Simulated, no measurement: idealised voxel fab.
process module | voxel self aligned contacts
cross-section cut | 235 nm wide | cells 5 nm
A cross-section is a grid of square cells, given in bands from the top down. A band is one or more rows of cells.
Each band's line starts with the height of the band's top and of its bottom, in nm. Then come its materials from left to right, each with its width in nm. One material with "throughout" fills the band from edge to edge. "air" is empty space.
Height 0 is the level under which the wafer as received is all one material. The lowest band goes on downwards, as in "0 down".
A width such as "30 to 40" changes by the same amount from each row of cells to the next, from the band's top row to its bottom row.
"no change" after a step means that no cell of the cross-section changed.
closed voids: empty space of 8 cells or more with no open way to the top, each as width x height at its distance from the left edge, in nm
after a step's settings: what the simulator itself notes on the step
overlay nm, on a step with a mask: how far to the right of its planned place the mask lay; to the left if negative
plan
1 op RECEIVE | material Si
2 op OXIDIZE | depth nm 5
3 op DIRECTIONAL_DEP | material polySi | thk nm 25
4 op DIRECTIONAL_DEP | material SiN | thk nm 15
5 op MASKED_ETCH | tone cover | mask id GATE | width nm 25 | pitch nm 50 | etch materials SiN | depth nm 15 | overlay nm 0
6 op MASKED_ETCH | tone cover | mask id GATE | width nm 25 | pitch nm 50 | etch materials polySi | depth nm 25 | overlay nm 0
7 op CONFORMAL_DEP | material SiN | thk nm 5
8 op DIRECTIONAL_ETCH | etch materials SiN | depth nm 5
9 op FILL_DEP | material SiO2 | thk nm 20
10 op CMP | height nm 50
11 op PATTERN | tone open | mask id CONTACT | material resist | width nm 35 | thk nm 15 | overlay nm 0
12 op DIRECTIONAL_ETCH | etch materials SiO2 | depth nm 55
13 op STRIP | etch materials resist
14 op CONFORMAL_DEP | material TiN | thk nm 5
15 op FILL_DEP | material W | thk nm 5
16 op CMP | height nm 50
17 op CONFORMAL_DEP | material SiCN | thk nm 5
first wafer, as planned
as received, after step 1
  0 down: Si throughout
  closed voids: none
after step 2
  0 to -5: SiO2 throughout
  below -5: unchanged
after step 3
  25 to 0: polySi throughout
  below 0: unchanged
after step 4
  40 to 25: SiN throughout
  below 25: unchanged
after step 5
  40 to 25: air 80 | SiN 25 | air 25 | SiN 25 | air 80
  below 25: unchanged
after step 6
  40 to 25: air 80 | SiN 25 | air 25 | SiN 25 | air 80
  25 to 0: air 80 | polySi 25 | air 25 | polySi 25 | air 80
  below 0: unchanged
after step 7
  45 to 25: air 75 | SiN 35 | air 15 | SiN 35 | air 75
  25 to 5: air 75 | SiN 5 | polySi 25 | SiN 5 | air 15 | SiN 5 | polySi 25 | SiN 5 | air 75
  5 to 0: SiN 80 | polySi 25 | SiN 25 | polySi 25 | SiN 80
  below 0: unchanged
after step 8
  40 to 25: air 75 | SiN 35 | air 15 | SiN 35 | air 75
  25 to 0: air 75 | SiN 5 | polySi 25 | SiN 5 | air 15 | SiN 5 | polySi 25 | SiN 5 | air 75
  below 0: unchanged
after step 9
  60 to 40: SiO2 throughout
  40 to 25: SiO2 75 | SiN 35 | SiO2 15 | SiN 35 | SiO2 75
  25 to 0: SiO2 75 | SiN 5 | polySi 25 | SiN 5 | SiO2 15 | SiN 5 | polySi 25 | SiN 5 | SiO2 75
  below 0: unchanged
after step 10
  50 to 40: SiO2 throughout
  below 40: unchanged
after step 11
  65 to 50: resist 100 | air 35 | resist 100
  below 50: unchanged
after step 12
  65 to 50: resist 100 | air 35 | resist 100
  50 to 40: SiO2 100 | air 35 | SiO2 100
  40 to 25: SiO2 75 | SiN 35 | air 15 | SiN 35 | SiO2 75
  25 to 0: SiO2 75 | SiN 5 | polySi 25 | SiN 5 | air 15 | SiN 5 | polySi 25 | SiN 5 | SiO2 75
  0 to -5: SiO2 110 | air 15 | SiO2 110
  below -5: unchanged
after step 13
  50 to 40: SiO2 100 | air 35 | SiO2 100
  below 40: unchanged
after step 14
  55 to 50: TiN 105 | air 25 | TiN 105
  50 to 40: SiO2 100 | TiN 5 to 15 | air 25 to 5 | TiN 5 to 15 | SiO2 100
  40 to 25: SiO2 75 | SiN 35 | TiN 5 | air 5 | TiN 5 | SiN 35 | SiO2 75
  25 to 0: SiO2 75 | SiN 5 | polySi 25 | SiN 5 | TiN 5 | air 5 | TiN 5 | SiN 5 | polySi 25 | SiN 5 | SiO2 75
  0 to -5: SiO2 110 | TiN 15 | SiO2 110
  below -5: unchanged
after step 15
  60 to 55: W throughout
  55 to 50: TiN 105 | W 25 | TiN 105
  50 to 40: SiO2 100 | TiN 5 to 15 | W 25 to 5 | TiN 5 to 15 | SiO2 100
  40 to 25: SiO2 75 | SiN 35 | TiN 5 | W 5 | TiN 5 | SiN 35 | SiO2 75
  25 to 0: SiO2 75 | SiN 5 | polySi 25 | SiN 5 | TiN 5 | W 5 | TiN 5 | SiN 5 | polySi 25 | SiN 5 | SiO2 75
  below 0: unchanged
after step 16
  50 to 40: SiO2 100 | TiN 5 to 15 | W 25 to 5 | TiN 5 to 15 | SiO2 100
  below 40: unchanged
after step 17
  55 to 50: SiCN throughout
  below 50: unchanged
second wafer: like start, like plan, one mistake. Through step 1 it matches the first wafer
when step 2 should have ended: no change
when step 3 should have ended
  25 to 0: polySi throughout
  below 0: unchanged
when step 4 should have ended
  40 to 25: SiN throughout
  below 25: unchanged
when step 5 should have ended
  40 to 25: air 80 | SiN 25 | air 25 | SiN 25 | air 80
  below 25: unchanged
when step 6 should have ended
  40 to 25: air 80 | SiN 25 | air 25 | SiN 25 | air 80
  25 to 0: air 80 | polySi 25 | air 25 | polySi 25 | air 80
  below 0: unchanged
when step 7 should have ended
  45 to 25: air 75 | SiN 35 | air 15 | SiN 35 | air 75
  25 to 5: air 75 | SiN 5 | polySi 25 | SiN 5 | air 15 | SiN 5 | polySi 25 | SiN 5 | air 75
  5 to 0: SiN 80 | polySi 25 | SiN 25 | polySi 25 | SiN 80
  below 0: unchanged
when step 8 should have ended
  40 to 25: air 75 | SiN 35 | air 15 | SiN 35 | air 75
  25 to 0: air 75 | SiN 5 | polySi 25 | SiN 5 | air 15 | SiN 5 | polySi 25 | SiN 5 | air 75
  below 0: unchanged
when step 9 should have ended
  60 to 40: SiO2 throughout
  40 to 25: SiO2 75 | SiN 35 | SiO2 15 | SiN 35 | SiO2 75
  25 to 0: SiO2 75 | SiN 5 | polySi 25 | SiN 5 | SiO2 15 | SiN 5 | polySi 25 | SiN 5 | SiO2 75
  below 0: unchanged
when step 10 should have ended
  50 to 40: SiO2 throughout
  below 40: unchanged
when step 11 should have ended
  65 to 50: resist 100 | air 35 | resist 100
  below 50: unchanged
when step 12 should have ended
  65 to 50: resist 100 | air 35 | resist 100
  50 to 40: SiO2 100 | air 35 | SiO2 100
  40 to 25: SiO2 75 | SiN 35 | air 15 | SiN 35 | SiO2 75
  25 to 0: SiO2 75 | SiN 5 | polySi 25 | SiN 5 | air 15 | SiN 5 | polySi 25 | SiN 5 | SiO2 75
  below 0: unchanged
when step 13 should have ended
  50 to 40: SiO2 100 | air 35 | SiO2 100
  below 40: unchanged
when step 14 should have ended
  55 to 50: TiN 105 | air 25 | TiN 105
  50 to 40: SiO2 100 | TiN 5 to 15 | air 25 to 5 | TiN 5 to 15 | SiO2 100
  40 to 25: SiO2 75 | SiN 35 | TiN 5 | air 5 | TiN 5 | SiN 35 | SiO2 75
  25 to 5: SiO2 75 | SiN 5 | polySi 25 | SiN 5 | TiN 5 | air 5 | TiN 5 | SiN 5 | polySi 25 | SiN 5 | SiO2 75
  5 to 0: SiO2 75 | SiN 5 | polySi 25 | SiN 5 | TiN 15 | SiN 5 | polySi 25 | SiN 5 | SiO2 75
  below 0: unchanged
when step 15 should have ended
  60 to 55: W throughout
  55 to 50: TiN 105 | W 25 | TiN 105
  50 to 40: SiO2 100 | TiN 5 to 15 | W 25 to 5 | TiN 5 to 15 | SiO2 100
  40 to 25: SiO2 75 | SiN 35 | TiN 5 | W 5 | TiN 5 | SiN 35 | SiO2 75
  25 to 5: SiO2 75 | SiN 5 | polySi 25 | SiN 5 | TiN 5 | W 5 | TiN 5 | SiN 5 | polySi 25 | SiN 5 | SiO2 75
  below 5: unchanged
when step 16 should have ended
  50 to 40: SiO2 100 | TiN 5 to 15 | W 25 to 5 | TiN 5 to 15 | SiO2 100
  below 40: unchanged
when step 17 should have ended
  55 to 50: SiCN throughout
  below 50: unchanged
what went wrong: step 2 was left out
at the end the second wafer has, in cells: 47 more of Si | 44 fewer of SiO2 | 2 fewer of TiN | 1 fewer of W
